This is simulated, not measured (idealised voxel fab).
The process module presented herein is designated voxel capacitor over wiring.
It is cross-section cut that appears here, measuring 235 nm in width, its square cells being 5 nm in size.
Cross-section format: a grid of square cells, given as bands from top to bottom; each band is one or more rows of cells. Band: top and bottom heights (nm) first, top before bottom; then materials from left to right, widths in nm. "throughout" marks a sole material filling the band edge to edge. "blank" denotes empty space. Heights are measured from 0, the level below which the as-received wafer is all one material; the lowest band has no bottom and continues downward, written as in "0 down". Top row gets the first number, bottom row gets the second, and each row in between changes by the same step: that is how a band width like "30 to 40" works. Given "no modifications" for a step, no cell of the cross-section differs between before and after that step. "closed voids": empty spaces of 8 cells or more with no open way to the top, each given as width x height at distance, distance from the left edge, all in nm. Anything after a step's settings on that line? It's the simulator's own note about the step. "overlay nm" denotes, for a step that has a mask, the displacement of the mask to the right of its planned place, with negative values corresponding to the left.
STEPS PLANNED FOR THE PROCESS
| 1 | RECEIVE [material Si] |
| 2 | CONFORMAL_DEP [material SiO2] [thk nm 10] |
| 3 | CONFORMAL_DEP [material SiCN] [thk nm 5] |
| 4 | DIRECTIONAL_DEP [material lowk] [thk nm 20] |
| 5 | DIRECTIONAL_DEP [material aC] [thk nm 15] |
| 6 | PATTERN [tone open] [mask id METAL_1] [material resist] [width nm 30] [pitch nm 85] [thk nm 30] [overlay nm 0] |
| 7 | DIRECTIONAL_ETCH [etch materials aC] [depth nm 15] |
| 8 | STRIP [etch materials resist] |
| 9 | DIRECTIONAL_ETCH [etch materials lowk] [depth nm 20] |
| 10 | DIRECTIONAL_ETCH [etch materials SiCN] [depth nm 5] |
| 11 | STRIP [etch materials aC] |
| 12 | CONFORMAL_DEP [material TiN] [thk nm 5] |
| 13 | FILL_DEP [material Ru] [thk nm 10] |
| 14 | CMP [height nm 35] |
| 15 | CONFORMAL_DEP [material SiCN] [thk nm 5] |
| 16 | DIRECTIONAL_DEP [material lowk] [thk nm 10] |
| 17 | MASKED_ETCH [tone open] [mask id PLUG_1] [width nm 15] [etch materials lowk] [depth nm 10] [overlay nm 0] |
| 18 | MASKED_ETCH [tone open] [mask id PLUG_1] [width nm 15] [etch materials SiCN] [depth nm 5] [overlay nm 0] |
| 19 | EPI [material Ru] [thk nm 10] |
| 20 | EPI [material Ru] [thk nm 5] |
| 21 | DIRECTIONAL_DEP [material TiN] [thk nm 10] |
| 22 | DIRECTIONAL_DEP [material HfO2] [thk nm 5] |
| 23 | DIRECTIONAL_DEP [material TiN] [thk nm 5] |
| 24 | PATTERN [tone cover] [mask id UPPER_PLATE] [material resist] [width nm 60] [thk nm 15] [overlay nm 0] |
| 25 | DIRECTIONAL_ETCH [etch materials TiN] [depth nm 5] |
| 26 | DIRECTIONAL_ETCH [etch materials HfO2] [depth nm 5] |
| 27 | STRIP [etch materials resist] |
| 28 | PATTERN [tone cover] [mask id LOWER_PLATE] [material resist] [width nm 70] [thk nm 20] [overlay nm 0] |
| 29 | DIRECTIONAL_ETCH [etch materials TiN] [depth nm 10] |
| 30 | STRIP [etch materials resist] |
| 31 | FILL_DEP [material SiO2] [thk nm 20] |
| 32 | CMP [height nm 85] |
| 33 | DIRECTIONAL_DEP [material aC] [thk nm 10] |
| 34 | PATTERN [tone open] [mask id PLUG_2] [material resist] [width nm 15] [thk nm 30] [overlay nm 0] |
| 35 | DIRECTIONAL_ETCH [etch materials aC] [depth nm 10] |
| 36 | STRIP [etch materials resist] |
| 37 | DIRECTIONAL_ETCH [etch materials SiO2] [depth nm 15] |
| 38 | STRIP [etch materials aC] |
| 39 | CONFORMAL_DEP [material TiN] [thk nm 5] |
| 40 | FILL_DEP [material Cu] [thk nm 5] |
| 41 | CMP [height nm 85] |
| 42 | CONFORMAL_DEP [material SiN] [thk nm 5] |
CROSS-SECTION OF THE WAFER UPON ARRIVAL, REPRESENTING THE STATE REACHED AFTER STEP 1
> 0 down: Si throughout
> closed voids: none
THE FIRST OF THE TWO WAFERS AS SEEN IN CROSS-SECTION ONCE THE MODULE WAS FINISHED; PROCESSING FOLLOWED THE PLAN
> 90 to 85: SiN throughout
> 85 to 75: 85 SiO2, then 5 TiN, then 5 Cu, then 5 TiN, then 135 SiO2
> 75 to 65: 85 to 75 SiO2, then 15 to 60 TiN, then 135 to 100 SiO2
> 65 to 60: 75 SiO2, then 60 HfO2, then 100 SiO2
> 60 to 50: 70 SiO2, then 70 TiN, then 95 SiO2
> 50 to 40: 75 lowk, then 15 Ru, then 145 lowk
> 40 to 35: 75 SiCN, then 15 Ru, then 145 SiCN
> 35 to 15: 60 lowk, then 5 TiN, then 20 Ru, then 5 TiN, then 55 lowk, then 5 TiN, then 20 Ru, then 5 TiN, then 60 lowk
> 15 to 10: 60 SiCN, then 30 TiN, then 55 SiCN, then 30 TiN, then 60 SiCN
> 10 to 0: SiO2 throughout
> 0 down: Si throughout
> closed voids: none
THIS IS THE SECOND OF THE TWO WAFERS, CROSS-SECTIONED AT THE END OF THE MODULE; IT STARTED EXACTLY LIKE THE FIRST AND WAS GIVEN THE SAME PLAN, BUT IT WAS RUN WITH ONE MISTAKE
> 90 to 85: SiN throughout
> 85 to 75: 80 SiO2, then 5 TiN, then 15 Cu, then 5 TiN, then 130 SiO2
> 75 to 65: 80 to 75 SiO2, then 25 to 60 TiN, then 130 to 100 SiO2
> 65 to 60: 75 SiO2, then 60 HfO2, then 100 SiO2
> 60 to 50: 70 SiO2, then 70 TiN, then 95 SiO2
> 50 to 40: 75 lowk, then 15 Ru, then 145 lowk
> 40 to 35: 75 SiCN, then 15 Ru, then 145 SiCN
> 35 to 15: 60 lowk, then 5 TiN, then 20 Ru, then 5 TiN, then 55 lowk, then 5 TiN, then 20 Ru, then 5 TiN, then 60 lowk
> 15 to 10: 60 SiCN, then 30 TiN, then 55 SiCN, then 30 TiN, then 60 SiCN
> 10 to 0: SiO2 throughout
> 0 down: Si throughout
> closed voids: none
Diagnosis: it should be noted that step 34 was executed with settings other than those planned, the operation and settings actually applied being PATTERN [tone open] [mask id PLUG_2] [material resist] [width nm 25] [thk nm 30] [overlay nm 0]
The final cell counts differ between the wafers, with the second having more or fewer of some materials than the first: Cu +4; SiO2 -6; TiN +2
